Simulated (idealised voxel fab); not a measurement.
Process module, titled voxel transistor to metal
Each square cell in cross-section cut measures 5 nm, and the section as a whole is 265 nm wide.
Cross-sections here: square-cell grids, written as top-down lists of bands, a band being one or more rows of cells.
Band: top and bottom heights (nm) first, top before bottom; then materials from left to right, widths in nm. "everywhere" marks a sole material filling the band edge to edge. "air" denotes empty space.
Measure heights from 0. That's the level where, below it, the as-received wafer is all one material. The lowest band is bottomless and extends downward; write it as in "0 down".
A two-number width, for instance "30 to 40", indicates that the width is equal to the first number in the top row of the band and to the second number in the bottom row, and that it changes by a constant amount per row of cells.
"no alterations made" means the step left every cell of the cross-section as it was.
Empty spaces counting at least 8 cells and having no open way to the top are listed in "Closed void register". The notation width x height at distance is used for each, the distance being from the left edge and all three values in nm.
after a step's settings: what the simulator itself notes on the step
The line of a step may include "overlay nm". On a step with a mask, this value is how far to the right of its planned place the mask lay. A negative value means the mask lay to the left.

The steps planned for the process are as follows:
1. op RECEIVE | material Si
2. op CONFORMAL_DEP | material SiO2 | thk nm 5
3. op CONFORMAL_DEP | material SiN | thk nm 15
4. op PATTERN | tone cover | mask id ACTIVE | material resist | width nm 100 | pitch nm 125 | thk nm 15 | overlay nm 0
5. op DIRECTIONAL_ETCH | etch materials SiN | depth nm 15
6. op DIRECTIONAL_ETCH | etch materials SiO2 | depth nm 5
7. op DIRECTIONAL_ETCH | etch materials Si | depth nm 30
8. op STRIP | etch materials resist
9. op OXIDIZE | depth nm 5
10. op FILL_DEP | material SiO2 | thk nm 15
11. op CMP | height nm 20
12. op SELECTIVE_ETCH | etch materials SiO2 | depth nm 5
13. op STRIP | etch materials SiN
14. op SELECTIVE_ETCH | etch materials SiO2 | depth nm 5
15. op OXIDIZE | depth nm 5
16. op DIRECTIONAL_DEP | material polySi | thk nm 20
17. op DIRECTIONAL_DEP | material SiCN | thk nm 10
18. op DIRECTIONAL_DEP | material aC | thk nm 10
19. op PATTERN | tone cover | mask id GATE | material resist | width nm 20 | pitch nm 125 | thk nm 30 | overlay nm 0
20. op DIRECTIONAL_ETCH | etch materials aC | depth nm 10
21. op STRIP | etch materials resist
22. op DIRECTIONAL_ETCH | etch materials SiCN | depth nm 20
23. op DIRECTIONAL_ETCH | etch materials polySi | depth nm 30
24. op STRIP | etch materials aC
25. op CONFORMAL_DEP | material SiO2 | thk nm 5
26. op DIRECTIONAL_ETCH | etch materials SiO2 | depth nm 5
27. op CONFORMAL_DEP | material SiN | thk nm 10
28. op DIRECTIONAL_ETCH | etch materials SiN | depth nm 10
29. op DIRECTIONAL_ETCH | etch materials SiO2 | depth nm 5
30. op DIRECTIONAL_ETCH | etch materials Si | depth nm 5
31. op EPI | material pSi | thk nm 10
32. op FILL_DEP | material SiO2 | thk nm 10
33. op CMP | height nm 30
34. op DIRECTIONAL_DEP | material SiO2 | thk nm 10
35. op PATTERN | tone open | mask id CONTACT | material resist | width nm 30 | thk nm 20 | overlay nm 0
36. op DIRECTIONAL_ETCH | etch materials SiO2 | depth nm 35
37. op STRIP | etch materials resist
38. op CONFORMAL_DEP | material TiN | thk nm 5
39. op FILL_DEP | material W | thk nm 5
40. op CMP | height nm 40
41. op DIRECTIONAL_DEP | material TiN | thk nm 5
42. op DIRECTIONAL_DEP | material W | thk nm 15
43. op MASKED_ETCH | tone cover | mask id METAL_1 | width nm 15 | etch materials W | depth nm 15 | overlay nm 0
44. op MASKED_ETCH | tone cover | mask id METAL_1 | width nm 15 | etch materials TiN | depth nm 5 | overlay nm 0
45. op CONFORMAL_DEP | material SiCN | thk nm 5
46. op FILL_DEP | material SiO2 | thk nm 10
47. op CMP | height nm 60
48. op CONFORMAL_DEP | material SiCN | thk nm 5
49. op DIRECTIONAL_DEP | material SiO2 | thk nm 35
50. op MASKED_ETCH | tone open | mask id METAL_2 | width nm 15 | pitch nm 125 | etch materials SiO2 | depth nm 20 | overlay nm 0
51. op PATTERN | tone open | mask id METAL_2_HOLES | material resist | width nm 15 | pitch nm 125 | thk nm 20 | overlay nm 0
52. op DIRECTIONAL_ETCH | etch materials SiO2 | depth nm 15
53. op DIRECTIONAL_ETCH | etch materials SiCN | depth nm 5
54. op STRIP | etch materials resist
55. op CONFORMAL_DEP | material TiN | thk nm 5
56. op FILL_DEP | material Cu | thk nm 5
57. op CMP | height nm 100
58. op CONFORMAL_DEP | material SiN | thk nm 5

Cross-section: wafer on arrival = after step 1:
  0 down = Si everywhere
  Closed void register: none

What the wafer looks like in cross-section after this module, when it starts as shown above and follows the plan above but one mistake is made in running it:
  105 to 100 = SiN everywhere
  100 to 65 = 25 of SiO2 / 5 of TiN / 5 of Cu / 5 of TiN / 110 of SiO2 / 5 of TiN / 5 of Cu / 5 of TiN / 100 of SiO2
  65 to 60 = 25 of SiCN / 15 of TiN / 110 of SiCN / 15 of TiN / 100 of SiCN
  60 to 45 = 20 of SiO2 / 5 of SiCN / 15 of W / 5 of SiCN / 50 of SiO2 / 5 of SiCN / 15 of W / 5 of SiCN / 25 of SiO2 / 5 of SiCN / 15 of W / 5 of SiCN / 50 of SiO2 / 5 of SiCN / 15 of W / 5 of SiCN / 20 of SiO2
  45 to 40 = 25 of SiCN / 15 of TiN / 60 of SiCN / 15 of TiN / 35 of SiCN / 15 of TiN / 60 of SiCN / 15 of TiN / 25 of SiCN
  40 to 30 = 25 of SiO2 / 5 of TiN / 20 to 10 of W / 5 to 15 of TiN / 30 of SiO2 / 5 to 15 of TiN / 20 to 10 of W / 5 of TiN / 35 of SiO2 / 5 of TiN / 20 to 10 of W / 5 to 15 of TiN / 30 of SiO2 / 5 to 15 of TiN / 20 to 10 of W / 5 of TiN / 25 of SiO2
  30 to 20 = 25 of SiO2 / 5 of TiN / 10 of W / 5 of TiN / 10 of SiN / 5 of SiO2 / 20 of SiCN / 5 of SiO2 / 10 of SiN / 5 of TiN / 10 of W / 5 of TiN / 35 of SiO2 / 5 of TiN / 10 of W / 5 of TiN / 10 of SiN / 5 of SiO2 / 20 of SiCN / 5 of SiO2 / 10 of SiN / 5 of TiN / 10 of W / 5 of TiN / 25 of SiO2
  20 to 10 = 25 of SiO2 / 5 to 10 of TiN / 10 to 5 of W / 5 of TiN / 10 of SiN / 5 of SiO2 / 20 of polySi / 5 of SiO2 / 10 of SiN / 5 of TiN / 10 to 5 of W / 5 to 10 of TiN / 35 of SiO2 / 5 to 10 of TiN / 10 to 5 of W / 5 of TiN / 10 of SiN / 5 of SiO2 / 20 of polySi / 5 of SiO2 / 10 of SiN / 5 of TiN / 10 to 5 of W / 5 to 10 of TiN / 25 of SiO2
  10 to 5 = 20 of SiO2 / 10 of SiN / 15 of TiN / 10 of SiN / 5 of SiO2 / 20 of polySi / 5 of SiO2 / 10 of SiN / 15 of TiN / 10 of SiN / 25 of SiO2 / 10 of SiN / 15 of TiN / 10 of SiN / 5 of SiO2 / 20 of polySi / 5 of SiO2 / 10 of SiN / 15 of TiN / 10 of SiN / 20 of SiO2
  5 to 0 = 20 of SiO2 / 10 of SiN / 15 of SiO2 / 10 of SiN / 5 of SiO2 / 20 of polySi / 5 of SiO2 / 10 of SiN / 15 of SiO2 / 10 of SiN / 25 of SiO2 / 10 of SiN / 15 of SiO2 / 10 of SiN / 5 of SiO2 / 20 of polySi / 5 of SiO2 / 10 of SiN / 15 of SiO2 / 10 of SiN / 20 of SiO2
  0 to -5 = 30 of SiO2 / 15 of pSi / 50 of SiO2 / 15 of pSi / 45 of SiO2 / 15 of pSi / 50 of SiO2 / 15 of pSi / 30 of SiO2
  -5 to -35 = 25 of SiO2 / 90 of Si / 35 of SiO2 / 90 of Si / 25 of SiO2
  -35 down = Si everywhere
  Closed void register: none
Misprocessing identified: steps 30 and 31 of the plan were each performed in the slot designated for the other
